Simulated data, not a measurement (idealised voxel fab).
The name of this process module is voxel trench capacitor.
It is cross-section cut that appears here, measuring 275 nm in width, its square cells being 5 nm in size.
A cross-section in this document is a grid of square cells, and it is written down as bands, the top band listed before the ones below it; a band is made up of one or more rows of cells.
Heights first: top, then bottom, in nm. Then materials, left to right, each with a width in nm. "full width" on a single material: fills the band edge to edge. "blank": empty space.
All heights in this document are referenced to 0, defined as the level beneath which the wafer, as received, consists entirely of one material. The lowest band is not bounded below; it extends indefinitely downward and is written in the form "0 nm and below".
The width entry "30..40" should be interpreted row by row: the top row of cells in the band takes the first number, the bottom row takes the second number, and the change between adjacent rows is uniform throughout.
For the purposes of this document, the phrase "no change" attached to a step denotes that no cell within the cross-section was modified by that step.
In the "Encapsulated voids" entry, you get each enclosed empty space of 8 cells or more, one with no open way to the top, written width x height at distance, distance from the left edge, in nm.
after a step's settings: what the simulator itself notes on the step
overlay nm: where the mask lay relative to plan, measured to the right, on steps with a mask; negatives go left.
-- The steps planned for the process are as follows
1) RECEIVE [material Si]
2) CONFORMAL_DEP [material SiN] [thk nm 10]
3) DIRECTIONAL_DEP [material aC] [thk nm 10]
4) PATTERN [tone open] [mask id TRENCH] [material resist] [width nm 25] [pitch nm 45] [thk nm 30] [overlay nm 0]
5) DIRECTIONAL_ETCH [etch materials aC] [depth nm 10]
6) STRIP [etch materials resist]
7) DIRECTIONAL_ETCH [etch materials SiN] [depth nm 10]
8) DIRECTIONAL_ETCH [etch materials Si] [depth nm 25]
9) STRIP [etch materials aC]
10) CONFORMAL_DEP [material HfO2] [thk nm 5]
11) CONFORMAL_DEP [material TiN] [thk nm 5]
12) FILL_DEP [material W] [thk nm 10]
13) CMP [height nm 10]
-- Wafer at receipt (post step 1), cross-section
- 0 nm and below: Si full width
- Encapsulated voids: none
-- Cross-section, end of module. Start: as above. Plan: as above. Execution: one mistake
- 10 nm to 0 nm: 55 nm SiN | 5 nm TiN | 5 nm HfO2 | 5 nm W | 5 nm HfO2 | 5 nm TiN | 20 nm SiN | 5 nm TiN | 5 nm HfO2 | 5 nm W | 5 nm HfO2 | 5 nm TiN | 20 nm SiN | 5 nm TiN | 5 nm HfO2 | 5 nm W | 5 nm HfO2 | 5 nm TiN | 20 nm SiN | 5 nm TiN | 5 nm HfO2 | 5 nm W | 5 nm HfO2 | 5 nm TiN | 60 nm SiN
- 0 nm to -15 nm: 55 nm Si | 5 nm TiN | 5 nm HfO2 | 5 nm W | 5 nm HfO2 | 5 nm TiN | 20 nm Si | 5 nm TiN | 5 nm HfO2 | 5 nm W | 5 nm HfO2 | 5 nm TiN | 20 nm Si | 5 nm TiN | 5 nm HfO2 | 5 nm W | 5 nm HfO2 | 5 nm TiN | 20 nm Si | 5 nm TiN | 5 nm HfO2 | 5 nm W | 5 nm HfO2 | 5 nm TiN | 60 nm Si
- -15 nm to -20 nm: 55 nm Si | 5 nm TiN | 15 nm HfO2 | 5 nm TiN | 20 nm Si | 5 nm TiN | 15 nm HfO2 | 5 nm TiN | 20 nm Si | 5 nm TiN | 15 nm HfO2 | 5 nm TiN | 20 nm Si | 5 nm TiN | 15 nm HfO2 | 5 nm TiN | 60 nm Si
- -20 nm to -25 nm: 55 nm Si | 25 nm TiN | 20 nm Si | 25 nm TiN | 20 nm Si | 25 nm TiN | 20 nm Si | 25 nm TiN | 60 nm Si
- -25 nm and below: Si full width
- Encapsulated voids: none
Nonconformance to the process plan: steps 10 and 11 traded places in the executed sequence
